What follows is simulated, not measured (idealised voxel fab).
process module | voxel double patterning
cross-section cut | 280 nm wide | cells 5 nm
A cross-section is a grid of square cells, given in bands from the top down. A band is one or more rows of cells.
Each band's line starts with the height of the band's top and of its bottom, in nm. Then come its materials from left to right, each with its width in nm. One material with "throughout" fills the band from edge to edge. "air" is empty space.
Height 0 is the level under which the wafer as received is all one material. The lowest band goes on downwards, as in "0 down".
A width such as "30 to 40" changes by the same amount from each row of cells to the next, from the band's top row to its bottom row.
"no change" after a step means that no cell of the cross-section changed.
closed voids: empty space of 8 cells or more with no open way to the top, each as width x height at its distance from the left edge, in nm
after a step's settings: what the simulator itself notes on the step
overlay nm, on a step with a mask: how far to the right of its planned place the mask lay; to the left if negative
plan
1 op RECEIVE | material Si
2 op CONFORMAL_DEP | material SiO2 | thk nm 5
3 op DIRECTIONAL_DEP | material TiN | thk nm 20
4 op DIRECTIONAL_DEP | material SiCN | thk nm 5
5 op PATTERN | tone open | mask id FIRST | material resist | width nm 15 | pitch nm 50 | thk nm 15 | overlay nm 0
6 op DIRECTIONAL_ETCH | etch materials SiCN | depth nm 5
7 op STRIP | etch materials resist
8 op PATTERN | tone open | mask id SECOND | material resist | width nm 15 | thk nm 15 | overlay nm 0
9 op DIRECTIONAL_ETCH | etch materials SiCN | depth nm 5
10 op STRIP | etch materials resist
11 op DIRECTIONAL_ETCH | etch materials TiN | depth nm 20
12 op STRIP | etch materials SiCN
first wafer, as planned
as received, after step 1
  0 down: Si throughout
  closed voids: none
after step 2
  5 to 0: SiO2 throughout
  below 0: unchanged
after step 3
  25 to 5: TiN throughout
  below 5: unchanged
after step 4
  30 to 25: SiCN throughout
  below 25: unchanged
after step 5
  45 to 30: resist 105 | air 15 | resist 35 | air 15 | resist 110
  below 30: unchanged
after step 6
  45 to 30: resist 105 | air 15 | resist 35 | air 15 | resist 110
  30 to 25: SiCN 105 | air 15 | SiCN 35 | air 15 | SiCN 110
  below 25: unchanged
after step 7
  30 to 25: SiCN 105 | air 15 | SiCN 35 | air 15 | SiCN 110
  below 25: unchanged
after step 8
  45 to 30: resist 130 | air 15 | resist 135
  30 to 25: SiCN 105 | resist 15 | SiCN 35 | resist 15 | SiCN 110
  below 25: unchanged
after step 9
  45 to 30: resist 130 | air 15 | resist 135
  30 to 25: SiCN 105 | resist 15 | SiCN 10 | air 15 | SiCN 10 | resist 15 | SiCN 110
  below 25: unchanged
after step 10
  30 to 25: SiCN 105 | air 15 | SiCN 10 | air 15 | SiCN 10 | air 15 | SiCN 110
  below 25: unchanged
after step 11
  30 to 25: SiCN 105 | air 15 | SiCN 10 | air 15 | SiCN 10 | air 15 | SiCN 110
  25 to 5: TiN 105 | air 15 | TiN 10 | air 15 | TiN 10 | air 15 | TiN 110
  below 5: unchanged
after step 12
  25 to 5: TiN 105 | air 15 | TiN 10 | air 15 | TiN 10 | air 15 | TiN 110
  below 5: unchanged
second wafer: like start, like plan, one mistake. Through step 11 it matches the first wafer
when step 12 should have ended: no change
what went wrong: step 12 was left out
at the end the second wafer has, in cells: 47 more of SiCN
